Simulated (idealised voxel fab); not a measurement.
process module | voxel quadruple lines
cross-section cut | 290 nm wide | cells 5 nm
A cross-section is a grid of square cells, given in bands from the top down. A band is one or more rows of cells.
Each band's line starts with the height of the band's top and of its bottom, in nm. Then come its materials from left to right, each with its width in nm. One material with "throughout" fills the band from edge to edge. "air" is empty space.
Height 0 is the level under which the wafer as received is all one material. The lowest band goes on downwards, as in "0 down".
A width such as "30 to 40" changes by the same amount from each row of cells to the next, from the band's top row to its bottom row.
"no change" after a step means that no cell of the cross-section changed.
closed voids: empty space of 8 cells or more with no open way to the top, each as width x height at its distance from the left edge, in nm
after a step's settings: what the simulator itself notes on the step
overlay nm, on a step with a mask: how far to the right of its planned place the mask lay; to the left if negative
plan
1 op RECEIVE | material Si
2 op CONFORMAL_DEP | material SiO2 | thk nm 10
3 op DIRECTIONAL_DEP | material TiN | thk nm 15
4 op DIRECTIONAL_DEP | material polySi | thk nm 20
5 op DIRECTIONAL_DEP | material aC | thk nm 20
6 op PATTERN | tone cover | mask id MANDREL | material resist | width nm 35 | thk nm 25 | overlay nm 0
7 op DIRECTIONAL_ETCH | etch materials aC | depth nm 20
8 op STRIP | etch materials resist
9 op CONFORMAL_DEP | material SiO2 | thk nm 15
10 op DIRECTIONAL_ETCH | etch materials SiO2 | depth nm 15
11 op STRIP | etch materials aC
12 op DIRECTIONAL_ETCH | etch materials polySi | depth nm 20
13 op STRIP | etch materials SiO2
14 op CONFORMAL_DEP | material SiN | thk nm 10
15 op DIRECTIONAL_ETCH | etch materials SiN | depth nm 10
16 op STRIP | etch materials polySi
17 op DIRECTIONAL_ETCH | etch materials TiN | depth nm 15
18 op STRIP | etch materials SiN
19 op FILL_DEP | material lowk | thk nm 10
20 op CMP | height nm 25
first wafer, as planned
as received, after step 1
  0 down: Si throughout
  closed voids: none
after step 2
  10 to 0: SiO2 throughout
  below 0: unchanged
after step 3
  25 to 10: TiN throughout
  below 10: unchanged
after step 4
  45 to 25: polySi throughout
  below 25: unchanged
after step 5
  65 to 45: aC throughout
  below 45: unchanged
after step 6
  90 to 65: air 125 | resist 35 | air 130
  below 65: unchanged
after step 7
  70 to 65: air 125 | resist 35 | air 130
  65 to 45: air 125 | aC 35 | air 130
  below 45: unchanged
after step 8
  65 to 45: air 125 | aC 35 | air 130
  below 45: unchanged
after step 9
  80 to 65: air 110 | SiO2 65 | air 115
  65 to 60: air 110 | SiO2 15 | aC 35 | SiO2 15 | air 115
  60 to 45: SiO2 125 | aC 35 | SiO2 130
  below 45: unchanged
after step 10
  65 to 45: air 110 | SiO2 15 | aC 35 | SiO2 15 | air 115
  below 45: unchanged
after step 11
  65 to 45: air 110 | SiO2 15 | air 35 | SiO2 15 | air 115
  below 45: unchanged
after step 12
  65 to 45: air 110 | SiO2 15 | air 35 | SiO2 15 | air 115
  45 to 25: air 110 | polySi 15 | air 35 | polySi 15 | air 115
  below 25: unchanged
after step 13
  45 to 25: air 110 | polySi 15 | air 35 | polySi 15 | air 115
  below 25: unchanged
after step 14
  55 to 45: air 100 | SiN 35 | air 15 | SiN 35 | air 105
  45 to 35: air 100 | SiN 10 | polySi 15 | SiN 10 | air 15 | SiN 10 | polySi 15 | SiN 10 | air 105
  35 to 25: SiN 110 | polySi 15 | SiN 35 | polySi 15 | SiN 115
  below 25: unchanged
after step 15
  45 to 25: air 100 | SiN 10 | polySi 15 | SiN 10 | air 15 | SiN 10 | polySi 15 | SiN 10 | air 105
  below 25: unchanged
after step 16
  45 to 25: air 100 | SiN 10 | air 15 | SiN 10 | air 15 | SiN 10 | air 15 | SiN 10 | air 105
  below 25: unchanged
after step 17
  45 to 25: air 100 | SiN 10 | air 15 | SiN 10 | air 15 | SiN 10 | air 15 | SiN 10 | air 105
  25 to 10: air 100 | TiN 10 | air 15 | TiN 10 | air 15 | TiN 10 | air 15 | TiN 10 | air 105
  below 10: unchanged
after step 18
  25 to 10: air 100 | TiN 10 | air 15 | TiN 10 | air 15 | TiN 10 | air 15 | TiN 10 | air 105
  below 10: unchanged
after step 19
  35 to 25: lowk throughout
  25 to 10: lowk 100 | TiN 10 | lowk 15 | TiN 10 | lowk 15 | TiN 10 | lowk 15 | TiN 10 | lowk 105
  below 10: unchanged
after step 20
  25 to 10: lowk 100 | TiN 10 | lowk 15 | TiN 10 | lowk 15 | TiN 10 | lowk 15 | TiN 10 | lowk 105
  below 10: unchanged
second wafer: like start, like plan, one mistake. Through step 19 it matches the first wafer
when step 20 should have ended
  30 to 25: lowk throughout
  below 25: unchanged
what went wrong: step 20 ran as: op CMP | height nm 30
at the end the second wafer has, in cells: 58 more of lowk
